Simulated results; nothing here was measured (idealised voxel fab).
Process module under the name voxel released beams
The width of the displayed cross-section, cut, is 220 nm; its cells are square, with a size of 5 nm.
A cross-section in this document is a grid of square cells, and it is written down as bands, the top band listed before the ones below it; a band is made up of one or more rows of cells.
Look at the band entry: it leads with the top's height and the bottom's height in nm. Then it lists the materials left to right, with a width in nm for each. The word "all across" on a single material says that material fills the band edge to edge. The word "blank" is empty space.
Heights are measured from 0, the level below which the as-received wafer is all one material; the lowest band has no bottom and continues downward, written as in "z 0 and below".
Graded width ("30->40"): value in top row of band = first number; value in bottom row = second number; row-to-row change constant.
What does "all unchanged" mean for a step? It means no cell of the cross-section changed in that step.
Each empty space that has no open way to the top and spans at least 8 cells appears under "Voids lacking openings" as width x height at distance, the distance counted from the left edge, all in nm.
If you see something after the settings on a step's line, that's the simulator's own remark about that step.
overlay nm, on a step with a mask: how far to the right of its planned place the mask lay; to the left if negative
# The process steps that were planned are listed below
| 1 | RECEIVE,material Si |
| 2 | CONFORMAL_DEP,material SiN,thk nm 5 |
| 3 | DIRECTIONAL_DEP,material SiO2,thk nm 20 |
| 4 | PATTERN,tone open,mask id ANCHOR,material resist,width nm 30,thk nm 15,overlay nm 0 |
| 5 | DIRECTIONAL_ETCH,etch materials SiO2,depth nm 20 |
| 6 | STRIP,etch materials resist |
| 7 | CONFORMAL_DEP,material polySi,thk nm 10 |
| 8 | PATTERN,tone cover,mask id BEAM,material resist,width nm 95,thk nm 15,overlay nm 0 |
| 9 | DIRECTIONAL_ETCH,etch materials polySi,depth nm 10 |
| 10 | STRIP,etch materials resist |
| 11 | STRIP,etch materials SiO2 |
# Shown in cross-section is the wafer as received, that is, as it stands after step 1
z 0 and below = Si all across
Voids lacking openings: none
# Final cross-section, module run with one mistake (start and plan as above)
z 35 to 25 = blank: 60, polySi: 95, blank: 65
z 25 to 5 = polySi all across
z 5 to 0 = SiN all across
z 0 and below = Si all across
Voids lacking openings: none
The mistake made against the process plan was this: step 3 did not happen as planned, as run it was DIRECTIONAL_DEP,material polySi,thk nm 20
